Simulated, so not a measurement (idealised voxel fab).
The following is a process module called voxel capacitor over wiring.
For reference, the cross-section in this document is cut, with width 165 nm and square cells of 5 nm.
Cross-section format: a grid of square cells, given as bands from top to bottom; each band is one or more rows of cells. Heights first: top, then bottom, in nm. Then materials, left to right, each with a width in nm. "all across" on a single material: fills the band edge to edge. "blank": empty space. Zero point of the height axis is 0; under it, received wafer = one material. Lowest band: continues down indefinitely, "top 0, no bottom". Note: "30..40" means the width goes from the first number (top row of the band) to the second number (bottom row) in equal steps per row of cells. Basically "everything unchanged" means that step didn't change any cell in the cross-section. If an empty space has no open way to the top and is at least 8 cells in size, "Tabulated closed voids" lists it, written width x height at distance, where distance is measured from the left edge and every value is in nm. That trailing text on a step's line, after the settings, is the simulator's own remark on the step. overlay nm: where the mask lay relative to plan, measured to the right, on steps with a mask; negatives go left.

### The process steps that were planned are listed below
| 1 | RECEIVE,material Si |
| 2 | CONFORMAL_DEP,material SiO2,thk nm 10 |
| 3 | DIRECTIONAL_DEP,material TiN,thk nm 5 |
| 4 | DIRECTIONAL_DEP,material W,thk nm 25 |
| 5 | PATTERN,tone cover,mask id METAL_1,material resist,width nm 30,pitch nm 90,thk nm 20,overlay nm 0 |
| 6 | DIRECTIONAL_ETCH,etch materials W,depth nm 25 |
| 7 | DIRECTIONAL_ETCH,etch materials TiN,depth nm 5 |
| 8 | STRIP,etch materials resist |
| 9 | FILL_DEP,material lowk,thk nm 10 |
| 10 | CMP,height nm 40 |
| 11 | CONFORMAL_DEP,material SiCN,thk nm 5 |
| 12 | DIRECTIONAL_DEP,material lowk,thk nm 10 |
| 13 | MASKED_ETCH,tone open,mask id PLUG_1,width nm 15,etch materials lowk,depth nm 10,overlay nm -15 |
| 14 | MASKED_ETCH,tone open,mask id PLUG_1,width nm 15,etch materials SiCN,depth nm 5,overlay nm 0 |
| 15 | CONFORMAL_DEP,material TiN,thk nm 5 |
| 16 | FILL_DEP,material Ru,thk nm 5 |
| 17 | CMP,height nm 55 |
| 18 | DIRECTIONAL_DEP,material TiN,thk nm 10 |
| 19 | DIRECTIONAL_DEP,material SiN,thk nm 5 |
| 20 | DIRECTIONAL_DEP,material TiN,thk nm 10 |
| 21 | DIRECTIONAL_DEP,material aC,thk nm 15 |
| 22 | PATTERN,tone cover,mask id UPPER_PLATE,material resist,width nm 65,thk nm 35,overlay nm 0 |
| 23 | DIRECTIONAL_ETCH,etch materials aC,depth nm 15 |
| 24 | STRIP,etch materials resist |
| 25 | DIRECTIONAL_ETCH,etch materials TiN,depth nm 10 |
| 26 | DIRECTIONAL_ETCH,etch materials SiN,depth nm 5 |
| 27 | STRIP,etch materials aC |
| 28 | MASKED_ETCH,tone cover,mask id LOWER_PLATE,width nm 75,etch materials TiN,depth nm 10,overlay nm 0 |
| 29 | FILL_DEP,material SiO2,thk nm 20 |
| 30 | CMP,height nm 95 |
| 31 | PATTERN,tone open,mask id PLUG_2,material resist,width nm 15,thk nm 20,overlay nm 0 |
| 32 | DIRECTIONAL_ETCH,etch materials SiO2,depth nm 15 |
| 33 | STRIP,etch materials resist |
| 34 | CONFORMAL_DEP,material TiN,thk nm 5 |
| 35 | FILL_DEP,material Ru,thk nm 10 |
| 36 | CMP,height nm 95 |
| 37 | CONFORMAL_DEP,material SiN,thk nm 5 |
Every wafer here starts from the same state; it is the step 13 overlay nm that distinguishes them, and the value the plan gives belongs to the first wafer.

### Received condition of the first of several wafers, sectioned: post-step 1
- top 0, no bottom: Si all across
- Tabulated closed voids: none

### Take any row and you have a wafer at the end of the module: how many cells of each material it has gained (+) or lost (-) since it was received, and then its closed voids
overlay nm -15 | +3 Ru | +33 SiCN | +46 SiN | +252 SiO2 | +80 TiN | +60 W | +186 lowk | Tabulated closed voids: none
overlay nm -10 | +3 Ru | +32 SiCN | +46 SiN | +252 SiO2 | +81 TiN | +60 W | +186 lowk | Tabulated closed voids: none
overlay nm -5 | +3 Ru | +31 SiCN | +46 SiN | +252 SiO2 | +82 TiN | +60 W | +186 lowk | Tabulated closed voids: none
overlay nm 0 | +4 Ru | +30 SiCN | +46 SiN | +252 SiO2 | +82 TiN | +60 W | +186 lowk | Tabulated closed voids: none
overlay nm 5 | +3 Ru | +31 SiCN | +46 SiN | +252 SiO2 | +82 TiN | +60 W | +186 lowk | Tabulated closed voids: none
overlay nm 10 | +3 Ru | +32 SiCN | +46 SiN | +252 SiO2 | +81 TiN | +60 W | +186 lowk | Tabulated closed voids: none
overlay nm 15 | +3 Ru | +33 SiCN | +46 SiN | +252 SiO2 | +80 TiN | +60 W | +186 lowk | Tabulated closed voids: none
